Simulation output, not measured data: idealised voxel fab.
Process module under the name voxel tone inversion
The cross-section shown here is cut; it is 300 nm wide and divided into square cells measuring 5 nm on a side.
In what follows, cross-sections appear as grids of square cells, described through bands that run from the top down, where every band is one or more rows of cells.
For a band, the entry starts with two heights in nm, that of the top and then that of the bottom, and carries on with the band's materials in order from left to right, each alongside its width in nm; the word "throughout" beside a single material means it fills the band edge to edge, and "air" means empty space.
Heads up on the height convention: 0 is the point under which the incoming wafer is all one material, and the lowest band has no bottom, it just keeps going down, like "0 nm and below".
A width such as "30..40" changes by the same amount from each row of cells to the next, from the band's top row to its bottom row.
"no alteration" -> step changed no cross-section cell.
"Closed voids list" enumerates empty spaces isolated from the top, with no open way to it, that contain at least 8 cells, giving each as width x height at distance from the left edge, all three in nm.
On a step's line, text after the settings is the simulator commenting on that step.
A step line may carry the setting "overlay nm", which, for steps involving a mask, states the distance by which the mask lay to the right of its intended position; negative values denote displacement to the left.

This section lists the process steps that were planned:
1) RECEIVE | material Si
2) CONFORMAL_DEP | material SiN | thk nm 5
3) DIRECTIONAL_DEP | material polySi | thk nm 15
4) PATTERN | tone cover | mask id POSTS | material resist | width nm 15 | pitch nm 40 | thk nm 20 | overlay nm 0
5) DIRECTIONAL_ETCH | etch materials polySi | depth nm 15
6) STRIP | etch materials resist
7) FILL_DEP | material SiO2 | thk nm 10
8) CMP | height nm 20
9) STRIP | etch materials polySi
10) CONFORMAL_DEP | material TiN | thk nm 5
11) FILL_DEP | material Ru | thk nm 10
12) CMP | height nm 20
13) CONFORMAL_DEP | material SiN | thk nm 5

Concerning the first of two wafers, which was run in accordance with the plan:

Wafer at receipt (post step 1), cross-section:
* 0 nm and below: Si throughout
* Closed voids list: none

The wafer, seen in cross-section, after step 2:
* 5 nm to 0 nm: SiN throughout
* No changes below 0.

The wafer, seen in cross-section, after step 3:
* 20 nm to 5 nm: polySi throughout
* No changes below 5.

The wafer, seen in cross-section, after step 4:
* 40 nm to 20 nm: 100 of air, then 15 of resist, then 25 of air, then 15 of resist, then 25 of air, then 15 of resist, then 105 of air
* No changes below 20.

The wafer, seen in cross-section, after step 5:
* 40 nm to 20 nm: 100 of air, then 15 of resist, then 25 of air, then 15 of resist, then 25 of air, then 15 of resist, then 105 of air
* 20 nm to 5 nm: 100 of air, then 15 of polySi, then 25 of air, then 15 of polySi, then 25 of air, then 15 of polySi, then 105 of air
* No changes below 5.

The wafer, seen in cross-section, after step 6:
* 20 nm to 5 nm: 100 of air, then 15 of polySi, then 25 of air, then 15 of polySi, then 25 of air, then 15 of polySi, then 105 of air
* No changes below 5.

The wafer, seen in cross-section, after step 7:
* 30 nm to 20 nm: SiO2 throughout
* 20 nm to 5 nm: 100 of SiO2, then 15 of polySi, then 25 of SiO2, then 15 of polySi, then 25 of SiO2, then 15 of polySi, then 105 of SiO2
* No changes below 5.

The wafer, seen in cross-section, after step 8:
* 20 nm to 5 nm: 100 of SiO2, then 15 of polySi, then 25 of SiO2, then 15 of polySi, then 25 of SiO2, then 15 of polySi, then 105 of SiO2
* No changes below 5.

The wafer, seen in cross-section, after step 9:
* 20 nm to 5 nm: 100 of SiO2, then 15 of air, then 25 of SiO2, then 15 of air, then 25 of SiO2, then 15 of air, then 105 of SiO2
* No changes below 5.

The wafer, seen in cross-section, after step 10:
* 25 nm to 20 nm: 105 of TiN, then 5 of air, then 35 of TiN, then 5 of air, then 35 of TiN, then 5 of air, then 110 of TiN
* 20 nm to 10 nm: 100 of SiO2, then 5 of TiN, then 5 of air, then 5 of TiN, then 25 of SiO2, then 5 of TiN, then 5 of air, then 5 of TiN, then 25 of SiO2, then 5 of TiN, then 5 of air, then 5 of TiN, then 105 of SiO2
* 10 nm to 5 nm: 100 of SiO2, then 15 of TiN, then 25 of SiO2, then 15 of TiN, then 25 of SiO2, then 15 of TiN, then 105 of SiO2
* No changes below 5.

The wafer, seen in cross-section, after step 11:
* 35 nm to 25 nm: Ru throughout
* 25 nm to 20 nm: 105 of TiN, then 5 of Ru, then 35 of TiN, then 5 of Ru, then 35 of TiN, then 5 of Ru, then 110 of TiN
* 20 nm to 10 nm: 100 of SiO2, then 5 of TiN, then 5 of Ru, then 5 of TiN, then 25 of SiO2, then 5 of TiN, then 5 of Ru, then 5 of TiN, then 25 of SiO2, then 5 of TiN, then 5 of Ru, then 5 of TiN, then 105 of SiO2
* No changes below 10.

The wafer, seen in cross-section, after step 12:
* 20 nm to 10 nm: 100 of SiO2, then 5 of TiN, then 5 of Ru, then 5 of TiN, then 25 of SiO2, then 5 of TiN, then 5 of Ru, then 5 of TiN, then 25 of SiO2, then 5 of TiN, then 5 of Ru, then 5 of TiN, then 105 of SiO2
* No changes below 10.

The wafer, seen in cross-section, after step 13:
* 25 nm to 20 nm: SiN throughout
* No changes below 20.

Here the second wafer is described. Its start and its plan were those of the first wafer. Its run contained one mistake. Up to and including step 1, it did exactly what the first wafer did:

Second wafer: cross-section at the scheduled end of step 2:
* 15 nm to 0 nm: polySi throughout
* No changes below 0.

Second wafer: cross-section at the scheduled end of step 3:
* 20 nm to 15 nm: SiN throughout
* No changes below 15.

Second wafer: cross-section at the scheduled end of step 4:
* 40 nm to 20 nm: 100 of air, then 15 of resist, then 25 of air, then 15 of resist, then 25 of air, then 15 of resist, then 105 of air
* No changes below 20.

Second wafer: cross-section at the scheduled end of step 5: no alteration

Second wafer: cross-section at the scheduled end of step 6:
* 20 nm to 15 nm: SiN throughout
* No changes below 15.

Second wafer: cross-section at the scheduled end of step 7:
* 30 nm to 20 nm: SiO2 throughout
* No changes below 20.

Second wafer: cross-section at the scheduled end of step 8:
* 20 nm to 15 nm: SiN throughout
* No changes below 15.

Second wafer: cross-section at the scheduled end of step 9: no alteration

Second wafer: cross-section at the scheduled end of step 10:
* 25 nm to 20 nm: TiN throughout
* No changes below 20.

Second wafer: cross-section at the scheduled end of step 11:
* 35 nm to 25 nm: Ru throughout
* No changes below 25.

Second wafer: cross-section at the scheduled end of step 12:
* 20 nm to 15 nm: SiN throughout
* No changes below 15.

Second wafer: cross-section at the scheduled end of step 13:
* 25 nm to 15 nm: SiN throughout
* No changes below 15.
Run error: steps 2 and 3 got flipped, so each one ran where the other should have
Counted in cells at the end, the second wafer holds more or fewer of these materials than the first: 6 fewer of Ru | 153 fewer of SiO2 | 21 fewer of TiN | 180 more of polySi
